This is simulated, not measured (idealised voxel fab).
Herein follows the process module entitled voxel tone inversion.
Shown is cross-section cut, with a width of 145 nm and square cells of size 5 nm.
Cross-sections here: square-cell grids, written as top-down lists of bands, a band being one or more rows of cells. Heights first: top, then bottom, in nm. Then materials, left to right, each with a width in nm. "throughout" on a single material: fills the band edge to edge. "blank": empty space. Measure heights from 0. That's the level where, below it, the as-received wafer is all one material. The lowest band is bottomless and extends downward; write it as in "0 and below". The expression "30..40" gives the width at the extremes of the band, the first number at its top row of cells and the second at its bottom row, with the width changing by equal amounts from each row to the next in between. Take "no modification" at face value: in the step it is given for, the cross-section changed in none of its cells. The entry "Listed closed voids" lists the empty spaces that cover at least 8 cells and have no open path to the top. Each is written as width x height at distance, where the distance is measured from the left edge and all three values are in nm. It should be noted that, on the line of a given step, the content following the step's settings is a remark produced by the simulator itself with respect to that step. overlay nm: mask offset rightward from planned place, masked step; negative means leftward offset.

THE FOLLOWING LIST GIVES THE PLANNED PROCESS STEPS
step 1: RECEIVE, material Si
step 2: CONFORMAL_DEP, material SiCN, thk nm 10
step 3: DIRECTIONAL_DEP, material polySi, thk nm 15
step 4: PATTERN, tone cover, mask id POSTS, material resist, width nm 20, pitch nm 40, thk nm 25, overlay nm 0
step 5: DIRECTIONAL_ETCH, etch materials polySi, depth nm 15
step 6: STRIP, etch materials resist
step 7: FILL_DEP, material lowk, thk nm 5
step 8: CMP, height nm 25
step 9: STRIP, etch materials polySi
step 10: CONFORMAL_DEP, material TiN, thk nm 5
step 11: FILL_DEP, material Cu, thk nm 10
step 12: CMP, height nm 25
step 13: CONFORMAL_DEP, material SiN, thk nm 5

INCOMING WAFER IN CROSS-SECTION (STATE: AFTER STEP 1)
0 and below  Si throughout
Listed closed voids: none

POST-MODULE CROSS-SECTION: IDENTICAL START AND PLAN TO THOSE ABOVE, ONE MISSTEP IN EXECUTION
30 down to 25  SiN throughout
25 down to 15  SiCN throughout
15 down to 0  polySi throughout
0 and below  Si throughout
Listed closed voids: none
Misprocessing identified: plan vs actual: 2 and 3 interchanged
